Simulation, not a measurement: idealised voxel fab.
process module | voxel released beams
cross-section cut | 170 nm wide | cells 5 nm
A cross-section is a grid of square cells, given in bands from the top down. A band is one or more rows of cells.
Each band's line starts with the height of the band's top and of its bottom, in nm. Then come its materials from left to right, each with its width in nm. One material with "throughout" fills the band from edge to edge. "air" is empty space.
Height 0 is the level under which the wafer as received is all one material. The lowest band goes on downwards, as in "0 down".
A width such as "30 to 40" changes by the same amount from each row of cells to the next, from the band's top row to its bottom row.
"no change" after a step means that no cell of the cross-section changed.
closed voids: empty space of 8 cells or more with no open way to the top, each as width x height at its distance from the left edge, in nm
after a step's settings: what the simulator itself notes on the step
overlay nm, on a step with a mask: how far to the right of its planned place the mask lay; to the left if negative
plan
1 op RECEIVE | material Si
2 op CONFORMAL_DEP | material Al2O3 | thk nm 5
3 op DIRECTIONAL_DEP | material SiO2 | thk nm 20
4 op PATTERN | tone open | mask id ANCHOR | material resist | width nm 40 | thk nm 20 | overlay nm 0
5 op DIRECTIONAL_ETCH | etch materials SiO2 | depth nm 20
6 op STRIP | etch materials resist
7 op CONFORMAL_DEP | material SiN | thk nm 15
8 op MASKED_ETCH | tone cover | mask id BEAM | width nm 85 | etch materials SiN | depth nm 15 | overlay nm 0
9 op STRIP | etch materials SiO2
as received, after step 1
  0 down: Si throughout
  closed voids: none
first wafer at the end, as planned
  40 to 25: air 40 | SiN 20 | air 10 | SiN 55 | air 45
  25 to 20: air 45 | SiN 15 | air 10 | SiN 15 | air 85
  20 to 5: air 45 | SiN 40 | air 85
  5 to 0: Al2O3 throughout
  0 down: Si throughout
  closed voids: none
second wafer at the end: like start, like plan, one mistake
  25 to 5: air 45 | SiN 15 | air 10 | SiN 15 | air 85
  5 to 0: Al2O3 throughout
  0 down: Si throughout
  closed voids: none
what went wrong: step 8 ran as: op MASKED_ETCH | tone open | mask id BEAM | width nm 85 | etch materials SiN | depth nm 15 | overlay nm 0
at the end the second wafer has, in cells: 51 fewer of SiN
